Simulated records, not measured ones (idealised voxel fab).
process module | voxel ribs on slabs
cross-section cut | 155 nm wide | cells 5 nm
A cross-section is a grid of square cells, given in bands from the top down. A band is one or more rows of cells.
Each band's line starts with the height of the band's top and of its bottom, in nm. Then come its materials from left to right, each with its width in nm. One material with "throughout" fills the band from edge to edge. "air" is empty space.
Height 0 is the level under which the wafer as received is all one material. The lowest band goes on downwards, as in "0 down".
A width such as "30 to 40" changes by the same amount from each row of cells to the next, from the band's top row to its bottom row.
"no change" after a step means that no cell of the cross-section changed.
closed voids: empty space of 8 cells or more with no open way to the top, each as width x height at its distance from the left edge, in nm
after a step's settings: what the simulator itself notes on the step
overlay nm, on a step with a mask: how far to the right of its planned place the mask lay; to the left if negative
plan
1 op RECEIVE | material Si
2 op DIRECTIONAL_DEP | material SiO2 | thk nm 25
3 op DIRECTIONAL_DEP | material SiN | thk nm 25
4 op DIRECTIONAL_DEP | material aC | thk nm 10
5 op PATTERN | tone cover | mask id RIB | material resist | width nm 25 | thk nm 25 | overlay nm 0
6 op DIRECTIONAL_ETCH | etch materials aC | depth nm 10
7 op STRIP | etch materials resist
8 op DIRECTIONAL_ETCH | etch materials SiN | depth nm 5
9 op STRIP | etch materials aC
10 op PATTERN | tone cover | mask id SLAB | material resist | width nm 65 | thk nm 15 | overlay nm 0
11 op DIRECTIONAL_ETCH | etch materials SiN | depth nm 20
12 op STRIP | etch materials resist
13 op FILL_DEP | material SiO2 | thk nm 20
14 op CMP | height nm 65
15 op DIRECTIONAL_DEP | material TiN | thk nm 10
16 op DIRECTIONAL_DEP | material aC | thk nm 10
17 op PATTERN | tone cover | mask id HEATER | material resist | width nm 35 | thk nm 25 | overlay nm -15
18 op DIRECTIONAL_ETCH | etch materials aC | depth nm 10
19 op STRIP | etch materials resist
20 op DIRECTIONAL_ETCH | etch materials TiN | depth nm 10
21 op STRIP | etch materials aC
22 op CONFORMAL_DEP | material SiO2 | thk nm 5
varied across the wafers: overlay nm of step 17. The plan shows the first wafer's value. All wafers start alike
first wafer as received, after step 1
  0 down: Si throughout
  closed voids: none
each wafer at the end: cells of each material gained (+) or lost (-) since it was received, then its closed voids
overlay nm -15 | +57 SiN | +381 SiO2 | +14 TiN | closed voids: none
overlay nm -10 | +57 SiN | +381 SiO2 | +14 TiN | closed voids: none
overlay nm -5 | +57 SiN | +381 SiO2 | +14 TiN | closed voids: none
overlay nm 0 | +57 SiN | +381 SiO2 | +14 TiN | closed voids: none
overlay nm 5 | +57 SiN | +381 SiO2 | +14 TiN | closed voids: none
overlay nm 10 | +57 SiN | +381 SiO2 | +14 TiN | closed voids: none
overlay nm 15 | +57 SiN | +381 SiO2 | +14 TiN | closed voids: none
